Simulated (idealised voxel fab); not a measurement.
Process module name: voxel gate over fins
Each square cell in cross-section cut measures 5 nm, and the section as a whole is 285 nm wide.
How to read a cross-section here: the picture is a grid of square cells, written as bands going from the top down, and any band can span one or more rows of cells.
For a band, the entry starts with two heights in nm, that of the top and then that of the bottom, and carries on with the band's materials in order from left to right, each alongside its width in nm; the word "throughout" beside a single material means it fills the band edge to edge, and "air" means empty space.
Note: height 0 marks the level under which the wafer is uniformly one material as received. Lowest band unbounded below, written "0 -> down".
Graded width ("30->40"): value in top row of band = first number; value in bottom row = second number; row-to-row change constant.
Where a step carries "nothing different", the cross-section came out of it unchanged, cell for cell.
This entry, "Unvented voids", enumerates those empty regions of no fewer than 8 cells that possess no open connection to the top. Each region is reported in the form width x height at distance, the distance being taken from the left edge, with all three quantities expressed in nm.
That trailing text on a step's line, after the settings, is the simulator's own remark on the step.
overlay nm: where the mask lay relative to plan, measured to the right, on steps with a mask; negatives go left.

Steps in the process plan:
1. RECEIVE [material Si]
2. CONFORMAL_DEP [material SiN] [thk nm 10]
3. MASKED_ETCH [tone cover] [mask id FINS] [width nm 15] [pitch nm 40] [etch materials SiN] [depth nm 10] [overlay nm -15]
4. MASKED_ETCH [tone cover] [mask id FINS] [width nm 15] [pitch nm 40] [etch materials Si] [depth nm 40] [overlay nm 0]
5. OXIDIZE [depth nm 5]
6. FILL_DEP [material SiO2] [thk nm 10]
7. CMP [height nm 10]
8. SELECTIVE_ETCH [etch materials SiO2] [depth nm 25]
9. STRIP [etch materials SiN]
10. CONFORMAL_DEP [material HfO2] [thk nm 5]
11. CONFORMAL_DEP [material TiN] [thk nm 5]
12. FILL_DEP [material W] [thk nm 15]
13. CMP [height nm 20]
14. CONFORMAL_DEP [material SiN] [thk nm 5]
Keep in mind the plan's value for the overlay nm of step 3 comes from the first wafer; the wafers don't share that setting, but they do share the same starting point.

Cross-section of the first of several wafers as received (after step 1):
* 0 -> down  Si throughout
* Unvented voids: none

The table below has one row for each wafer; a row shows, as of the end of the module, how many cells of each material the wafer has gained, marked (+), or lost, marked (-), since it was received, and then the wafer's closed voids:
overlay nm -15, +81 HfO2, -381 Si, +57 SiN, +246 SiO2, +81 TiN, +201 W, Unvented voids: none
overlay nm -10, +81 HfO2, -413 Si, +57 SiN, +270 SiO2, +81 TiN, +209 W, Unvented voids: none
overlay nm -5, +81 HfO2, -445 Si, +57 SiN, +294 SiO2, +81 TiN, +217 W, Unvented voids: none
overlay nm 0, +81 HfO2, -477 Si, +57 SiN, +318 SiO2, +81 TiN, +225 W, Unvented voids: none
overlay nm 5, +81 HfO2, -445 Si, +57 SiN, +294 SiO2, +81 TiN, +217 W, Unvented voids: none
overlay nm 10, +81 HfO2, -413 Si, +57 SiN, +270 SiO2, +81 TiN, +209 W, Unvented voids: none
overlay nm 15, +81 HfO2, -381 Si, +57 SiN, +246 SiO2, +81 TiN, +201 W, Unvented voids: none
